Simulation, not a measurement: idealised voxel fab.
The following is a process module called voxel ribs on slabs.
The cross-section shown here is cut; it is 175 nm wide and divided into square cells measuring 5 nm on a side.
A cross-section in this document is a grid of square cells, and it is written down as bands, the top band listed before the ones below it; a band is made up of one or more rows of cells. Within each band entry, the heights of the top and of the bottom of the band appear first, in that order and in nm; the materials of the band then follow from left to right, each with its corresponding width in nm. The designation "everywhere" on a single material indicates that it fills the band from edge to edge; the designation "empty" indicates empty space. A quick word on heights: they are counted from 0, and under that level the wafer as it came to us is one material throughout. The lowest band is different from the rest in having no bottom; it simply continues downward, written as in "0 down". Per-row width for "30 to 40": begins at first number (top row of band), ends at second number (bottom row), increment between rows held constant. The cross-section has no changed cell in any step marked "left unchanged". In "Sealed voids" the enclosed voids are listed, meaning empty spaces of 8 cells or larger without any opening to the top. The form is width x height at distance, distance from the left edge, units nm. after a step's settings: what the simulator itself notes on the step. The optional step-line setting "overlay nm" applies to steps with a mask and quantifies how far to the right of its planned location the mask lay, a negative value indicating leftward placement.
Listed below are the process steps as planned:
1. RECEIVE with material Si
2. DIRECTIONAL_DEP with material SiO2, thk nm 20
3. DIRECTIONAL_DEP with material polySi, thk nm 20
4. PATTERN with tone cover, mask id RIB, material resist, width nm 20, thk nm 20, overlay nm 0
5. DIRECTIONAL_ETCH with etch materials polySi, depth nm 10
6. STRIP with etch materials resist
7. MASKED_ETCH with tone cover, mask id SLAB, width nm 50, etch materials polySi, depth nm 10, overlay nm 0
8. FILL_DEP with material SiO2, thk nm 25
9. CMP with height nm 60
10. DIRECTIONAL_DEP with material TiN, thk nm 5
11. MASKED_ETCH with tone cover, mask id HEATER, width nm 30, etch materials TiN, depth nm 5, overlay nm 0
12. CONFORMAL_DEP with material SiN, thk nm 5
As received (post step 1): cross-section:
    0 down  Si everywhere
    Sealed voids: none
End-of-module cross-section of the first of two wafers, processed as planned:
    70 to 65  empty 65 nm / SiN 40 nm / empty 70 nm
    65 to 60  SiN 70 nm / TiN 30 nm / SiN 75 nm
    60 to 40  SiO2 everywhere
    40 to 30  SiO2 75 nm / polySi 20 nm / SiO2 80 nm
    30 to 20  SiO2 60 nm / polySi 50 nm / SiO2 65 nm
    20 to 0  SiO2 everywhere
    0 down  Si everywhere
    Sealed voids: none
Module end: cross-section of wafer two of two. Same start and process plan as the first wafer. One mistake during execution:
    70 to 65  empty 75 nm / SiN 40 nm / empty 60 nm
    65 to 60  SiN 80 nm / TiN 30 nm / SiN 65 nm
    60 to 40  SiO2 everywhere
    40 to 30  SiO2 75 nm / polySi 20 nm / SiO2 80 nm
    30 to 20  SiO2 60 nm / polySi 50 nm / SiO2 65 nm
    20 to 0  SiO2 everywhere
    0 down  Si everywhere
    Sealed voids: none
Short version of what went wrong: planned and actual differ for step 11; actual: MASKED_ETCH with tone cover, mask id HEATER, width nm 30, etch materials TiN, depth nm 5, overlay nm 10
Same inventory, different map: at the end, the second wafer holds as many cells of each material as the first, placed elsewhere.
